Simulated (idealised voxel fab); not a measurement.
The following is a process module called voxel self aligned contacts.
Displayed cross-section: cut, width of 230 nm, square cells sized 5 nm.
Just so we're on the same page, the cross-sections are grids of square cells, and they're listed out in bands top to bottom, each band one or more rows deep.
Heights first: top, then bottom, in nm. Then materials, left to right, each with a width in nm. "all across" on a single material: fills the band edge to edge. "empty": empty space.
Ref level 0: as-received wafer is one material below here. Bottom band extends down with no lower bound ("from 0 down").
A two-number width, for instance "30..40", indicates that the width is equal to the first number in the top row of the band and to the second number in the bottom row, and that it changes by a constant amount per row of cells.
"remains unaltered", as given for a step, is the statement that not any cell of the cross-section underwent a change during that step.
What "Closed empty spaces" gives you is every empty space of 8 cells or more that is cut off from the top. Each appears as width x height at distance, with the distance taken from the left edge and width, height and distance all in nm.
Anything after a step's settings on that line? It's the simulator's own note about the step.
The setting "overlay nm" may be written on the line of a step. When the step uses a mask, the value reports how far to the right of the planned place the mask lay, and a negative value reports that it lay to the left.
Note: before/after cross-section pairs follow, one process step per pair, after-side truncated at the lowest changed band, step and settings given beneath. Different runs of this module on the same starting wafer may supply the pairs; a pair continues the one above only where the "Pre-step profile" entry says so.
## Pre-step profile
- from 0 down | Si all across
- Closed empty spaces: none
## Cut View, Post-Step
- from 0 to -5 | SiO2 all across
- Whatever lies below -5 is exactly as it was before.
- Closed empty spaces: none
The step that takes the structure from the upper cross-section to the lower one is OXIDIZE, depth nm 5
Pre-step profile: the state before this step is the cross-section shown after the step in the pair just above.
## Cut View, Post-Step
- from 30 to 0 | polySi all across
- Whatever lies below 0 is exactly as it was before.
- Closed empty spaces: none
The step that takes the structure from the upper cross-section to the lower one is DIRECTIONAL_DEP, material polySi, thk nm 30
Pre-step profile: the state before this step is the cross-section shown after the step in the pair just above.
## Cut View, Post-Step
- from 50 to 30 | SiN all across
- Whatever lies below 30 is exactly as it was before.
- Closed empty spaces: none
The step that takes the structure from the upper cross-section to the lower one is DIRECTIONAL_DEP, material SiN, thk nm 20
Pre-step profile: the state before this step is the cross-section shown after the step in the pair just above.
## Cut View, Post-Step
- from 65 to 50 | aC all across
- Whatever lies below 50 is exactly as it was before.
- Closed empty spaces: none
The step that takes the structure from the upper cross-section to the lower one is DIRECTIONAL_DEP, material aC, thk nm 15
Pre-step profile: the state before this step is the cross-section shown after the step in the pair just above.
## Cut View, Post-Step
- from 95 to 65 | empty=75; resist=25; empty=25; resist=25; empty=80
- Whatever lies below 65 is exactly as it was before.
- Closed empty spaces: none
The step that takes the structure from the upper cross-section to the lower one is PATTERN, tone cover, mask id GATE, material resist, width nm 25, pitch nm 50, thk nm 30, overlay nm 0
Pre-step profile: the state before this step is the cross-section shown after the step in the pair just above.
## Cut View, Post-Step
- from 80 to 65 | empty=75; resist=25; empty=25; resist=25; empty=80
- from 65 to 50 | empty=75; aC=25; empty=25; aC=25; empty=80
- Whatever lies below 50 is exactly as it was before.
- Closed empty spaces: none
The step that takes the structure from the upper cross-section to the lower one is DIRECTIONAL_ETCH, etch materials aC, depth nm 15
Pre-step profile: the state before this step is the cross-section shown after the step in the pair just above.
## Cut View, Post-Step
- from 65 to 50 | empty=75; aC=25; empty=25; aC=25; empty=80
- Whatever lies below 50 is exactly as it was before.
- Closed empty spaces: none
The step that takes the structure from the upper cross-section to the lower one is STRIP, etch materials resist
Pre-step profile: the state before this step is the cross-section shown after the step in the pair just above.
## Cut View, Post-Step
- from 65 to 50 | empty=75; aC=25; empty=25; aC=25; empty=80
- from 50 to 30 | empty=75; SiN=25; empty=25; SiN=25; empty=80
- Whatever lies below 30 is exactly as it was before.
- Closed empty spaces: none
The step that takes the structure from the upper cross-section to the lower one is DIRECTIONAL_ETCH, etch materials SiN, depth nm 20
Pre-step profile: the state before this step is the cross-section shown after the step in the pair just above.
## Cut View, Post-Step
- from 65 to 50 | empty=75; aC=25; empty=25; aC=25; empty=80
- from 50 to 30 | empty=75; SiN=25; empty=25; SiN=25; empty=80
- from 30 to 0 | empty=75; polySi=25; empty=25; polySi=25; empty=80
- Whatever lies below 0 is exactly as it was before.
- Closed empty spaces: none
The step that takes the structure from the upper cross-section to the lower one is DIRECTIONAL_ETCH, etch materials polySi, depth nm 30
Pre-step profile: the state before this step is the cross-section shown after the step in the pair just above.
## Cut View, Post-Step
- from 50 to 30 | empty=75; SiN=25; empty=25; SiN=25; empty=80
- Whatever lies below 30 is exactly as it was before.
- Closed empty spaces: none
The step that takes the structure from the upper cross-section to the lower one is STRIP, etch materials aC
Pre-step profile: the state before this step is the cross-section shown after the step in the pair just above.
## Cut View, Post-Step
- from 55 to 30 | empty=70; SiN=35; empty=15; SiN=35; empty=75
- from 30 to 5 | empty=70; SiN=5; polySi=25; SiN=5; empty=15; SiN=5; polySi=25; SiN=5; empty=75
- from 5 to 0 | SiN=75; polySi=25; SiN=25; polySi=25; SiN=80
- Whatever lies below 0 is exactly as it was before.
- Closed empty spaces: none
The step that takes the structure from the upper cross-section to the lower one is CONFORMAL_DEP, material SiN, thk nm 5
Pre-step profile: the state before this step is the cross-section shown after the step in the pair just above.
## Cut View, Post-Step
- from 50 to 30 | empty=70; SiN=35; empty=15; SiN=35; empty=75
- from 30 to 0 | empty=70; SiN=5; polySi=25; SiN=5; empty=15; SiN=5; polySi=25; SiN=5; empty=75
- Whatever lies below 0 is exactly as it was before.
- Closed empty spaces: none
The step that takes the structure from the upper cross-section to the lower one is DIRECTIONAL_ETCH, etch materials SiN, depth nm 5
Pre-step profile: the state before this step is the cross-section shown after the step in the pair just above.
## Cut View, Post-Step
- from 70 to 50 | SiO2 all across
- from 50 to 30 | SiO2=70; SiN=35; SiO2=15; SiN=35; SiO2=75
- from 30 to 0 | SiO2=70; SiN=5; polySi=25; SiN=5; SiO2=15; SiN=5; polySi=25; SiN=5; SiO2=75
- Whatever lies below 0 is exactly as it was before.
- Closed empty spaces: none
The step that takes the structure from the upper cross-section to the lower one is FILL_DEP, material SiO2, thk nm 20
Pre-step profile: the state before this step is the cross-section shown after the step in the pair just above.
## Cut View, Post-Step
- from 60 to 50 | SiO2 all across
- Whatever lies below 50 is exactly as it was before.
- Closed empty spaces: none
The step that takes the structure from the upper cross-section to the lower one is CMP, height nm 60
Pre-step profile: the state before this step is the cross-section shown after the step in the pair just above.
## Cut View, Post-Step
- from 75 to 60 | resist=95; empty=35; resist=100
- Whatever lies below 60 is exactly as it was before.
- Closed empty spaces: none
The step that takes the structure from the upper cross-section to the lower one is PATTERN, tone open, mask id CONTACT, material resist, width nm 35, thk nm 15, overlay nm 0
Pre-step profile: the state before this step is the cross-section shown after the step in the pair just above.
## Cut View, Post-Step
- from 75 to 60 | resist=95; empty=35; resist=100
- from 60 to 50 | SiO2=95; empty=35; SiO2=100
- from 50 to 30 | SiO2=70; SiN=35; empty=15; SiN=35; SiO2=75
- from 30 to 0 | SiO2=70; SiN=5; polySi=25; SiN=5; empty=15; SiN=5; polySi=25; SiN=5; SiO2=75
- from 0 to -5 | SiO2=105; empty=15; SiO2=110
- Whatever lies below -5 is exactly as it was before.
- Closed empty spaces: none
The step that takes the structure from the upper cross-section to the lower one is DIRECTIONAL_ETCH, etch materials SiO2, depth nm 65
Pre-step profile: the state before this step is the cross-section shown after the step in the pair just above.
## Cut View, Post-Step
- from 60 to 50 | SiO2=95; empty=35; SiO2=100
- Whatever lies below 50 is exactly as it was before.
- Closed empty spaces: none
The step that takes the structure from the upper cross-section to the lower one is STRIP, etch materials resist
Pre-step profile: the state before this step is the cross-section shown after the step in the pair just above.
## Cut View, Post-Step
- from 65 to 60 | TiN=100; empty=25; TiN=105
- from 60 to 50 | SiO2=95; TiN=5..15; empty=25..5; TiN=5..15; SiO2=100
- from 50 to 30 | SiO2=70; SiN=35; TiN=5; empty=5; TiN=5; SiN=35; SiO2=75
- from 30 to 0 | SiO2=70; SiN=5; polySi=25; SiN=5; TiN=5; empty=5; TiN=5; SiN=5; polySi=25; SiN=5; SiO2=75
- from 0 to -5 | SiO2=105; TiN=15; SiO2=110
- Whatever lies below -5 is exactly as it was before.
- Closed empty spaces: none
The step that takes the structure from the upper cross-section to the lower one is CONFORMAL_DEP, material TiN, thk nm 5
Pre-step profile: the state before this step is the cross-section shown after the step in the pair just above.
## Cut View, Post-Step
- from 70 to 65 | Ru all across
- from 65 to 60 | TiN=100; Ru=25; TiN=105
- from 60 to 50 | SiO2=95; TiN=5..15; Ru=25..5; TiN=5..15; SiO2=100
- from 50 to 30 | SiO2=70; SiN=35; TiN=5; Ru=5; TiN=5; SiN=35; SiO2=75
- from 30 to 0 | SiO2=70; SiN=5; polySi=25; SiN=5; TiN=5; Ru=5; TiN=5; SiN=5; polySi=25; SiN=5; SiO2=75
- Whatever lies below 0 is exactly as it was before.
- Closed empty spaces: none
The step that takes the structure from the upper cross-section to the lower one is FILL_DEP, material Ru, thk nm 5
Pre-step profile: the state before this step is the cross-section shown after the step in the pair just above.
## Cut View, Post-Step
- from 60 to 50 | SiO2=95; TiN=5..15; Ru=25..5; TiN=5..15; SiO2=100
- Whatever lies below 50 is exactly as it was before.
- Closed empty spaces: none
The step that takes the structure from the upper cross-section to the lower one is CMP, height nm 60
Pre-step profile: the state before this step is the cross-section shown after the step in the pair just above.
## Cut View, Post-Step
- from 65 to 60 | SiCN all across
- Whatever lies below 60 is exactly as it was before.
- Closed empty spaces: none
The step that takes the structure from the upper cross-section to the lower one is CONFORMAL_DEP, material SiCN, thk nm 5
## Pre-step profile
- from 0 down | Si all across
- Closed empty spaces: none
## Cut View, Post-Step
- from 30 to 0 | polySi all across
- Whatever lies below 0 is exactly as it was before.
- Closed empty spaces: none
The step that takes the structure from the upper cross-section to the lower one is DIRECTIONAL_DEP, material polySi, thk nm 30
Pre-step profile: the state before this step is the cross-section shown after the step in the pair just above.
## Cut View, Post-Step
- from 50 to 30 | SiN all across
- Whatever lies below 30 is exactly as it was before.
- Closed empty spaces: none
The step that takes the structure from the upper cross-section to the lower one is DIRECTIONAL_DEP, material SiN, thk nm 20
Pre-step profile: the state before this step is the cross-section shown after the step in the pair just above.
## Cut View, Post-Step
- from 65 to 50 | aC all across
- Whatever lies below 50 is exactly as it was before.
- Closed empty spaces: none
The step that takes the structure from the upper cross-section to the lower one is DIRECTIONAL_DEP, material aC, thk nm 15
Pre-step profile: the state before this step is the cross-section shown after the step in the pair just above.
## Cut View, Post-Step
- from 95 to 65 | empty=75; resist=25; empty=25; resist=25; empty=80
- Whatever lies below 65 is exactly as it was before.
- Closed empty spaces: none
The step that takes the structure from the upper cross-section to the lower one is PATTERN, tone cover, mask id GATE, material resist, width nm 25, pitch nm 50, thk nm 30, overlay nm 0
Pre-step profile: the state before this step is the cross-section shown after the step in the pair just above.
## Cut View, Post-Step
- from 80 to 65 | empty=75; resist=25; empty=25; resist=25; empty=80
- from 65 to 50 | empty=75; aC=25; empty=25; aC=25; empty=80
- Whatever lies below 50 is exactly as it was before.
- Closed empty spaces: none
The step that takes the structure from the upper cross-section to the lower one is DIRECTIONAL_ETCH, etch materials aC, depth nm 15
Pre-step profile: the state before this step is the cross-section shown after the step in the pair just above.
## Cut View, Post-Step
- from 65 to 50 | empty=75; aC=25; empty=25; aC=25; empty=80
- Whatever lies below 50 is exactly as it was before.
- Closed empty spaces: none
The step that takes the structure from the upper cross-section to the lower one is STRIP, etch materials resist
Pre-step profile: the state before this step is the cross-section shown after the step in the pair just above.
## Cut View, Post-Step
- from 65 to 50 | empty=75; aC=25; empty=25; aC=25; empty=80
- from 50 to 30 | empty=75; SiN=25; empty=25; SiN=25; empty=80
- Whatever lies below 30 is exactly as it was before.
- Closed empty spaces: none
The step that takes the structure from the upper cross-section to the lower one is DIRECTIONAL_ETCH, etch materials SiN, depth nm 20
Pre-step profile: the state before this step is the cross-section shown after the step in the pair just above.
## Cut View, Post-Step
- from 65 to 50 | empty=75; aC=25; empty=25; aC=25; empty=80
- from 50 to 30 | empty=75; SiN=25; empty=25; SiN=25; empty=80
- from 30 to 0 | empty=75; polySi=25; empty=25; polySi=25; empty=80
- Whatever lies below 0 is exactly as it was before.
- Closed empty spaces: none
The step that takes the structure from the upper cross-section to the lower one is DIRECTIONAL_ETCH, etch materials polySi, depth nm 30
Pre-step profile: the state before this step is the cross-section shown after the step in the pair just above.
## Cut View, Post-Step
- from 50 to 30 | empty=75; SiN=25; empty=25; SiN=25; empty=80
- Whatever lies below 30 is exactly as it was before.
- Closed empty spaces: none
The step that takes the structure from the upper cross-section to the lower one is STRIP, etch materials aC
Pre-step profile: the state before this step is the cross-section shown after the step in the pair just above.
## Cut View, Post-Step
- from 55 to 30 | empty=70; SiN=35; empty=15; SiN=35; empty=75
- from 30 to 5 | empty=70; SiN=5; polySi=25; SiN=5; empty=15; SiN=5; polySi=25; SiN=5; empty=75
- from 5 to 0 | SiN=75; polySi=25; SiN=25; polySi=25; SiN=80
- Whatever lies below 0 is exactly as it was before.
- Closed empty spaces: none
The step that takes the structure from the upper cross-section to the lower one is CONFORMAL_DEP, material SiN, thk nm 5
Pre-step profile: the state before this step is the cross-section shown after the step in the pair just above.
## Cut View, Post-Step
- from 50 to 30 | empty=70; SiN=35; empty=15; SiN=35; empty=75
- from 30 to 0 | empty=70; SiN=5; polySi=25; SiN=5; empty=15; SiN=5; polySi=25; SiN=5; empty=75
- Whatever lies below 0 is exactly as it was before.
- Closed empty spaces: none
The step that takes the structure from the upper cross-section to the lower one is DIRECTIONAL_ETCH, etch materials SiN, depth nm 5
Pre-step profile: the state before this step is the cross-section shown after the step in the pair just above.
## Cut View, Post-Step
- from 70 to 50 | SiO2 all across
- from 50 to 30 | SiO2=70; SiN=35; SiO2=15; SiN=35; SiO2=75
- from 30 to 0 | SiO2=70; SiN=5; polySi=25; SiN=5; SiO2=15; SiN=5; polySi=25; SiN=5; SiO2=75
- Whatever lies below 0 is exactly as it was before.
- Closed empty spaces: none
The step that takes the structure from the upper cross-section to the lower one is FILL_DEP, material SiO2, thk nm 20
Pre-step profile: the state before this step is the cross-section shown after the step in the pair just above.
## Cut View, Post-Step
- from 60 to 50 | SiO2 all across
- Whatever lies below 50 is exactly as it was before.
- Closed empty spaces: none
The step that takes the structure from the upper cross-section to the lower one is CMP, height nm 60
Pre-step profile: the state before this step is the cross-section shown after the step in the pair just above.
## Cut View, Post-Step
- from 75 to 60 | resist=95; empty=35; resist=100
- Whatever lies below 60 is exactly as it was before.
- Closed empty spaces: none
The step that takes the structure from the upper cross-section to the lower one is PATTERN, tone open, mask id CONTACT, material resist, width nm 35, thk nm 15, overlay nm 0
Pre-step profile: the state before this step is the cross-section shown after the step in the pair just above.
## Cut View, Post-Step
- from 75 to 60 | resist=95; empty=35; resist=100
- from 60 to 50 | SiO2=95; empty=35; SiO2=100
- from 50 to 30 | SiO2=70; SiN=35; empty=15; SiN=35; SiO2=75
- from 30 to 0 | SiO2=70; SiN=5; polySi=25; SiN=5; empty=15; SiN=5; polySi=25; SiN=5; SiO2=75
- Whatever lies below 0 is exactly as it was before.
- Closed empty spaces: none
The step that takes the structure from the upper cross-section to the lower one is DIRECTIONAL_ETCH, etch materials SiO2, depth nm 65
Pre-step profile: the state before this step is the cross-section shown after the step in the pair just above.
## Cut View, Post-Step
- from 60 to 50 | SiO2=95; empty=35; SiO2=100
- Whatever lies below 50 is exactly as it was before.
- Closed empty spaces: none
The step that takes the structure from the upper cross-section to the lower one is STRIP, etch materials resist
Pre-step profile: the state before this step is the cross-section shown after the step in the pair just above.
## Cut View, Post-Step
- from 65 to 60 | TiN=100; empty=25; TiN=105
- from 60 to 50 | SiO2=95; TiN=5..15; empty=25..5; TiN=5..15; SiO2=100
- from 50 to 30 | SiO2=70; SiN=35; TiN=5; empty=5; TiN=5; SiN=35; SiO2=75
- from 30 to 5 | SiO2=70; SiN=5; polySi=25; SiN=5; TiN=5; empty=5; TiN=5; SiN=5; polySi=25; SiN=5; SiO2=75
- from 5 to 0 | SiO2=70; SiN=5; polySi=25; SiN=5; TiN=15; SiN=5; polySi=25; SiN=5; SiO2=75
- Whatever lies below 0 is exactly as it was before.
- Closed empty spaces: none
The step that takes the structure from the upper cross-section to the lower one is CONFORMAL_DEP, material TiN, thk nm 5
Pre-step profile: the state before this step is the cross-section shown after the step in the pair just above.
## Cut View, Post-Step
- from 70 to 65 | Ru all across
- from 65 to 60 | TiN=100; Ru=25; TiN=105
- from 60 to 50 | SiO2=95; TiN=5..15; Ru=25..5; TiN=5..15; SiO2=100
- from 50 to 30 | SiO2=70; SiN=35; TiN=5; Ru=5; TiN=5; SiN=35; SiO2=75
- from 30 to 5 | SiO2=70; SiN=5; polySi=25; SiN=5; TiN=5; Ru=5; TiN=5; SiN=5; polySi=25; SiN=5; SiO2=75
- Whatever lies below 5 is exactly as it was before.
- Closed empty spaces: none
The step that takes the structure from the upper cross-section to the lower one is FILL_DEP, material Ru, thk nm 5
Pre-step profile: the state before this step is the cross-section shown after the step in the pair just above.
## Cut View, Post-Step
- from 60 to 50 | SiO2=95; TiN=5..15; Ru=25..5; TiN=5..15; SiO2=100
- Whatever lies below 50 is exactly as it was before.
- Closed empty spaces: none
The step that takes the structure from the upper cross-section to the lower one is CMP, height nm 60
Pre-step profile: the state before this step is the cross-section shown after the step in the pair just above.
## Cut View, Post-Step
- from 65 to 60 | SiCN all across
- Whatever lies below 60 is exactly as it was before.
- Closed empty spaces: none
The step that takes the structure from the upper cross-section to the lower one is CONFORMAL_DEP, material SiCN, thk nm 5
## Pre-step profile
- from 50 to 30 | SiN all across
- from 30 to 0 | polySi all across
- from 0 to -5 | SiO2 all across
- from -5 down | Si all across
- Closed empty spaces: none
## Cut View, Post-Step
- from 70 to 30 | SiN all across
- Whatever lies below 30 is exactly as it was before.
- Closed empty spaces: none
The step that takes the structure from the upper cross-section to the lower one is DIRECTIONAL_DEP, material SiN, thk nm 20
Pre-step profile: the state before this step is the cross-section shown after the step in the pair just above.
## Cut View, Post-Step
- from 85 to 70 | aC all across
- Whatever lies below 70 is exactly as it was before.
- Closed empty spaces: none
The step that takes the structure from the upper cross-section to the lower one is DIRECTIONAL_DEP, material aC, thk nm 15
Pre-step profile: the state before this step is the cross-section shown after the step in the pair just above.
## Cut View, Post-Step
- from 115 to 85 | empty=75; resist=25; empty=25; resist=25; empty=80
- Whatever lies below 85 is exactly as it was before.
- Closed empty spaces: none
The step that takes the structure from the upper cross-section to the lower one is PATTERN, tone cover, mask id GATE, material resist, width nm 25, pitch nm 50, thk nm 30, overlay nm 0
Pre-step profile: the state before this step is the cross-section shown after the step in the pair just above.
## Cut View, Post-Step
- from 100 to 85 | empty=75; resist=25; empty=25; resist=25; empty=80
- from 85 to 70 | empty=75; aC=25; empty=25; aC=25; empty=80
- Whatever lies below 70 is exactly as it was before.
- Closed empty spaces: none
The step that takes the structure from the upper cross-section to the lower one is DIRECTIONAL_ETCH, etch materials aC, depth nm 15
Pre-step profile: the state before this step is the cross-section shown after the step in the pair just above.
## Cut View, Post-Step
- from 85 to 70 | empty=75; aC=25; empty=25; aC=25; empty=80
- Whatever lies below 70 is exactly as it was before.
- Closed empty spaces: none
The step that takes the structure from the upper cross-section to the lower one is STRIP, etch materials resist
Pre-step profile: the state before this step is the cross-section shown after the step in the pair just above.
## Cut View, Post-Step
- from 85 to 70 | empty=75; aC=25; empty=25; aC=25; empty=80
- from 70 to 50 | empty=75; SiN=25; empty=25; SiN=25; empty=80
- Whatever lies below 50 is exactly as it was before.
- Closed empty spaces: none
The step that takes the structure from the upper cross-section to the lower one is DIRECTIONAL_ETCH, etch materials SiN, depth nm 20
Pre-step profile: the state before this step is the cross-section shown after the step in the pair just above.
## Cut View, Post-Step
- from 70 to 50 | empty=75; SiN=25; empty=25; SiN=25; empty=80
- Whatever lies below 50 is exactly as it was before.
- Closed empty spaces: none
The step that takes the structure from the upper cross-section to the lower one is STRIP, etch materials aC
Pre-step profile: the state before this step is the cross-section shown after the step in the pair just above.
## Cut View, Post-Step
- from 75 to 55 | empty=70; SiN=35; empty=15; SiN=35; empty=75
- from 55 to 30 | SiN all across
- Whatever lies below 30 is exactly as it was before.
- Closed empty spaces: none
The step that takes the structure from the upper cross-section to the lower one is CONFORMAL_DEP, material SiN, thk nm 5
Pre-step profile: the state before this step is the cross-section shown after the step in the pair just above.
## Cut View, Post-Step
- from 70 to 50 | empty=70; SiN=35; empty=15; SiN=35; empty=75
- Whatever lies below 50 is exactly as it was before.
- Closed empty spaces: none
The step that takes the structure from the upper cross-section to the lower one is DIRECTIONAL_ETCH, etch materials SiN, depth nm 5
Pre-step profile: the state before this step is the cross-section shown after the step in the pair just above.
## Cut View, Post-Step
- from 90 to 70 | SiO2 all across
- from 70 to 50 | SiO2=70; SiN=35; SiO2=15; SiN=35; SiO2=75
- Whatever lies below 50 is exactly as it was before.
- Closed empty spaces: none
The step that takes the structure from the upper cross-section to the lower one is FILL_DEP, material SiO2, thk nm 20
Pre-step profile: the state before this step is the cross-section shown after the step in the pair just above.
## Cut View, Post-Step
- from 60 to 50 | SiO2=70; SiN=35; SiO2=15; SiN=35; SiO2=75
- Whatever lies below 50 is exactly as it was before.
- Closed empty spaces: none
The step that takes the structure from the upper cross-section to the lower one is CMP, height nm 60
Pre-step profile: the state before this step is the cross-section shown after the step in the pair just above.
## Cut View, Post-Step
- from 75 to 60 | resist=95; empty=35; resist=100
- Whatever lies below 60 is exactly as it was before.
- Closed empty spaces: none
The step that takes the structure from the upper cross-section to the lower one is PATTERN, tone open, mask id CONTACT, material resist, width nm 35, thk nm 15, overlay nm 0
Pre-step profile: the state before this step is the cross-section shown after the step in the pair just above.
## Cut View, Post-Step
- from 75 to 60 | resist=95; empty=35; resist=100
- from 60 to 50 | SiO2=70; SiN=35; empty=15; SiN=35; SiO2=75
- Whatever lies below 50 is exactly as it was before.
- Closed empty spaces: none
The step that takes the structure from the upper cross-section to the lower one is DIRECTIONAL_ETCH, etch materials SiO2, depth nm 65
Pre-step profile: the state before this step is the cross-section shown after the step in the pair just above.
## Cut View, Post-Step
- from 60 to 50 | SiO2=70; SiN=35; empty=15; SiN=35; SiO2=75
- Whatever lies below 50 is exactly as it was before.
- Closed empty spaces: none
The step that takes the structure from the upper cross-section to the lower one is STRIP, etch materials resist
Pre-step profile: the state before this step is the cross-section shown after the step in the pair just above.
## Cut View, Post-Step
- from 65 to 60 | TiN=110; empty=5; TiN=115
- from 60 to 55 | SiO2=70; SiN=35; TiN=5; empty=5; TiN=5; SiN=35; SiO2=75
- from 55 to 50 | SiO2=70; SiN=35; TiN=15; SiN=35; SiO2=75
- Whatever lies below 50 is exactly as it was before.
- Closed empty spaces: none
The step that takes the structure from the upper cross-section to the lower one is CONFORMAL_DEP, material TiN, thk nm 5
Pre-step profile: the state before this step is the cross-section shown after the step in the pair just above.
## Cut View, Post-Step
- from 70 to 65 | Ru all across
- from 65 to 60 | TiN=110; Ru=5; TiN=115
- from 60 to 55 | SiO2=70; SiN=35; TiN=5; Ru=5; TiN=5; SiN=35; SiO2=75
- Whatever lies below 55 is exactly as it was before.
- Closed empty spaces: none
The step that takes the structure from the upper cross-section to the lower one is FILL_DEP, material Ru, thk nm 5
Pre-step profile: the state before this step is the cross-section shown after the step in the pair just above.
## Cut View, Post-Step
- from 60 to 55 | SiO2=70; SiN=35; TiN=5; Ru=5; TiN=5; SiN=35; SiO2=75
- Whatever lies below 55 is exactly as it was before.
- Closed empty spaces: none
The step that takes the structure from the upper cross-section to the lower one is CMP, height nm 60
Pre-step profile: the state before this step is the cross-section shown after the step in the pair just above.
## Cut View, Post-Step
- from 65 to 60 | SiCN all across
- Whatever lies below 60 is exactly as it was before.
- Closed empty spaces: none
The step that takes the structure from the upper cross-section to the lower one is CONFORMAL_DEP, material SiCN, thk nm 5
## Pre-step profile
- from 50 to 30 | empty=75; SiN=25; empty=25; SiN=25; empty=80
- from 30 to 0 | empty=75; polySi=25; empty=25; polySi=25; empty=80
- from 0 to -5 | SiO2 all across
- from -5 down | Si all across
- Closed empty spaces: none
## Cut View, Post-Step
- from 45 to 30 | empty=75; SiN=25; empty=25; SiN=25; empty=80
- Whatever lies below 30 is exactly as it was before.
- Closed empty spaces: none
The step that takes the structure from the upper cross-section to the lower one is DIRECTIONAL_ETCH, etch materials SiN, depth nm 5
Pre-step profile: the state before this step is the cross-section shown after the step in the pair just above.
## Cut View, Post-Step
- from 50 to 30 | empty=70; SiN=35; empty=15; SiN=35; empty=75
- from 30 to 5 | empty=70; SiN=5; polySi=25; SiN=5; empty=15; SiN=5; polySi=25; SiN=5; empty=75
- from 5 to 0 | SiN=75; polySi=25; SiN=25; polySi=25; SiN=80
- Whatever lies below 0 is exactly as it was before.
- Closed empty spaces: none
The step that takes the structure from the upper cross-section to the lower one is CONFORMAL_DEP, material SiN, thk nm 5
Pre-step profile: the state before this step is the cross-section shown after the step in the pair just above.
## Cut View, Post-Step
- from 70 to 50 | SiO2 all across
- from 50 to 30 | SiO2=70; SiN=35; SiO2=15; SiN=35; SiO2=75
- from 30 to 5 | SiO2=70; SiN=5; polySi=25; SiN=5; SiO2=15; SiN=5; polySi=25; SiN=5; SiO2=75
- Whatever lies below 5 is exactly as it was before.
- Closed empty spaces: none
The step that takes the structure from the upper cross-section to the lower one is FILL_DEP, material SiO2, thk nm 20
Pre-step profile: the state before this step is the cross-section shown after the step in the pair just above.
## Cut View, Post-Step
- from 60 to 50 | SiO2 all across
- Whatever lies below 50 is exactly as it was before.
- Closed empty spaces: none
The step that takes the structure from the upper cross-section to the lower one is CMP, height nm 60
Pre-step profile: the state before this step is the cross-section shown after the step in the pair just above.
## Cut View, Post-Step
- from 75 to 60 | resist=95; empty=35; resist=100
- Whatever lies below 60 is exactly as it was before.
- Closed empty spaces: none
The step that takes the structure from the upper cross-section to the lower one is PATTERN, tone open, mask id CONTACT, material resist, width nm 35, thk nm 15, overlay nm 0
Pre-step profile: the state before this step is the cross-section shown after the step in the pair just above.
## Cut View, Post-Step
- from 75 to 60 | resist=95; empty=35; resist=100
- from 60 to 50 | SiO2=95; empty=35; SiO2=100
- from 50 to 30 | SiO2=70; SiN=35; empty=15; SiN=35; SiO2=75
- from 30 to 5 | SiO2=70; SiN=5; polySi=25; SiN=5; empty=15; SiN=5; polySi=25; SiN=5; SiO2=75
- Whatever lies below 5 is exactly as it was before.
- Closed empty spaces: none
The step that takes the structure from the upper cross-section to the lower one is DIRECTIONAL_ETCH, etch materials SiO2, depth nm 65
Pre-step profile: the state before this step is the cross-section shown after the step in the pair just above.
## Cut View, Post-Step
- from 60 to 50 | SiO2=95; empty=35; SiO2=100
- Whatever lies below 50 is exactly as it was before.
- Closed empty spaces: none
The step that takes the structure from the upper cross-section to the lower one is STRIP, etch materials resist
Pre-step profile: the state before this step is the cross-section shown after the step in the pair just above.
## Cut View, Post-Step
- from 65 to 60 | TiN=100; empty=25; TiN=105
- from 60 to 50 | SiO2=95; TiN=5..15; empty=25..5; TiN=5..15; SiO2=100
- from 50 to 30 | SiO2=70; SiN=35; TiN=5; empty=5; TiN=5; SiN=35; SiO2=75
- from 30 to 10 | SiO2=70; SiN=5; polySi=25; SiN=5; TiN=5; empty=5; TiN=5; SiN=5; polySi=25; SiN=5; SiO2=75
- from 10 to 5 | SiO2=70; SiN=5; polySi=25; SiN=5; TiN=15; SiN=5; polySi=25; SiN=5; SiO2=75
- Whatever lies below 5 is exactly as it was before.
- Closed empty spaces: none
The step that takes the structure from the upper cross-section to the lower one is CONFORMAL_DEP, material TiN, thk nm 5
Pre-step profile: the state before this step is the cross-section shown after the step in the pair just above.
## Cut View, Post-Step
- from 70 to 65 | Ru all across
- from 65 to 60 | TiN=100; Ru=25; TiN=105
- from 60 to 50 | SiO2=95; TiN=5..15; Ru=25..5; TiN=5..15; SiO2=100
- from 50 to 30 | SiO2=70; SiN=35; TiN=5; Ru=5; TiN=5; SiN=35; SiO2=75
- from 30 to 10 | SiO2=70; SiN=5; polySi=25; SiN=5; TiN=5; Ru=5; TiN=5; SiN=5; polySi=25; SiN=5; SiO2=75
- Whatever lies below 10 is exactly as it was before.
- Closed empty spaces: none
The step that takes the structure from the upper cross-section to the lower one is FILL_DEP, material Ru, thk nm 5
Pre-step profile: the state before this step is the cross-section shown after the step in the pair just above.
## Cut View, Post-Step
- from 60 to 50 | SiO2=95; TiN=5..15; Ru=25..5; TiN=5..15; SiO2=100
- Whatever lies below 50 is exactly as it was before.
- Closed empty spaces: none
The step that takes the structure from the upper cross-section to the lower one is CMP, height nm 60
Pre-step profile: the state before this step is the cross-section shown after the step in the pair just above.
## Cut View, Post-Step
- from 65 to 60 | SiCN all across
- Whatever lies below 60 is exactly as it was before.
- Closed empty spaces: none
The step that takes the structure from the upper cross-section to the lower one is CONFORMAL_DEP, material SiCN, thk nm 5
## Pre-step profile
- from 0 down | Si all across
- Closed empty spaces: none
## Cut View, Post-Step
- from 0 to -15 | SiO2 all across
- Whatever lies below -15 is exactly as it was before.
- Closed empty spaces: none
The step that takes the structure from the upper cross-section to the lower one is OXIDIZE, depth nm 15
Pre-step profile: the state before this step is the cross-section shown after the step in the pair just above.
## Cut View, Post-Step
- from 30 to 0 | polySi all across
- Whatever lies below 0 is exactly as it was before.
- Closed empty spaces: none
The step that takes the structure from the upper cross-section to the lower one is DIRECTIONAL_DEP, material polySi, thk nm 30
Pre-step profile: the state before this step is the cross-section shown after the step in the pair just above.
## Cut View, Post-Step
- from 50 to 30 | SiN all across
- Whatever lies below 30 is exactly as it was before.
- Closed empty spaces: none
The step that takes the structure from the upper cross-section to the lower one is DIRECTIONAL_DEP, material SiN, thk nm 20
Pre-step profile: the state before this step is the cross-section shown after the step in the pair just above.
## Cut View, Post-Step
- from 65 to 50 | aC all across
- Whatever lies below 50 is exactly as it was before.
- Closed empty spaces: none
The step that takes the structure from the upper cross-section to the lower one is DIRECTIONAL_DEP, material aC, thk nm 15
Pre-step profile: the state before this step is the cross-section shown after the step in the pair just above.
## Cut View, Post-Step
- from 95 to 65 | empty=75; resist=25; empty=25; resist=25; empty=80
- Whatever lies below 65 is exactly as it was before.
- Closed empty spaces: none
The step that takes the structure from the upper cross-section to the lower one is PATTERN, tone cover, mask id GATE, material resist, width nm 25, pitch nm 50, thk nm 30, overlay nm 0
